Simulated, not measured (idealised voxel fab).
process module | voxel self aligned vias
cross-section cut | 220 nm wide | cells 5 nm
A cross-section is a grid of square cells, given in bands from the top down. A band is one or more rows of cells.
Each band's line starts with the height of the band's top and of its bottom, in nm. Then come its materials from left to right, each with its width in nm. One material with "throughout" fills the band from edge to edge. "air" is empty space.
Height 0 is the level under which the wafer as received is all one material. The lowest band goes on downwards, as in "0 down".
A width such as "30 to 40" changes by the same amount from each row of cells to the next, from the band's top row to its bottom row.
"no change" after a step means that no cell of the cross-section changed.
closed voids: empty space of 8 cells or more with no open way to the top, each as width x height at its distance from the left edge, in nm
after a step's settings: what the simulator itself notes on the step
overlay nm, on a step with a mask: how far to the right of its planned place the mask lay; to the left if negative
plan
1 op RECEIVE | material Si
2 op CONFORMAL_DEP | material SiO2 | thk nm 15
3 op CONFORMAL_DEP | material SiCN | thk nm 5
4 op DIRECTIONAL_DEP | material lowk | thk nm 30
5 op MASKED_ETCH | tone open | mask id LINES | width nm 25 | pitch nm 50 | etch materials lowk | depth nm 30 | overlay nm 0
6 op CONFORMAL_DEP | material TiN | thk nm 5
7 op FILL_DEP | material W | thk nm 5
8 op CMP | height nm 50
9 op SELECTIVE_ETCH | etch materials W Ru TiN | depth nm 5
10 op FILL_DEP | material SiN | thk nm 10
11 op CMP | height nm 50
12 op DIRECTIONAL_DEP | material lowk | thk nm 20
13 op PATTERN | tone open | mask id VIAS | material resist | width nm 35 | pitch nm 50 | thk nm 15 | overlay nm 0
14 op DIRECTIONAL_ETCH | etch materials lowk | depth nm 20
15 op DIRECTIONAL_ETCH | etch materials SiN | depth nm 5
16 op STRIP | etch materials resist
17 op CONFORMAL_DEP | material TiN | thk nm 5
18 op FILL_DEP | material Cu | thk nm 5
19 op CMP | height nm 70
20 op CONFORMAL_DEP | material SiN | thk nm 5
as received, after step 1
  0 down: Si throughout
  closed voids: none
a wafer at the end: this start, this plan, one mistake
  75 to 70: SiN throughout
  70 to 50: lowk 40 | TiN 5 | Cu 25 | TiN 5 | lowk 15 | TiN 5 | Cu 25 | TiN 5 | lowk 15 | TiN 5 | Cu 25 | TiN 5 | lowk 45
  50 to 45: lowk 40 | TiN 35 | lowk 15 | TiN 35 | lowk 15 | TiN 35 | lowk 45
  45 to 30: lowk 40 | TiN 10 | W 15 | TiN 10 | lowk 15 | TiN 10 | W 15 | TiN 10 | lowk 15 | TiN 10 | W 15 | TiN 10 | lowk 45
  30 to 25: lowk 45 | TiN 5 | W 15 | TiN 5 | lowk 25 | TiN 5 | W 15 | TiN 5 | lowk 25 | TiN 5 | W 15 | TiN 5 | lowk 50
  25 to 20: lowk 45 | TiN 25 | lowk 25 | TiN 25 | lowk 25 | TiN 25 | lowk 50
  20 to 15: SiCN throughout
  15 to 0: SiO2 throughout
  0 down: Si throughout
  closed voids: none
what went wrong: step 14 was run twice
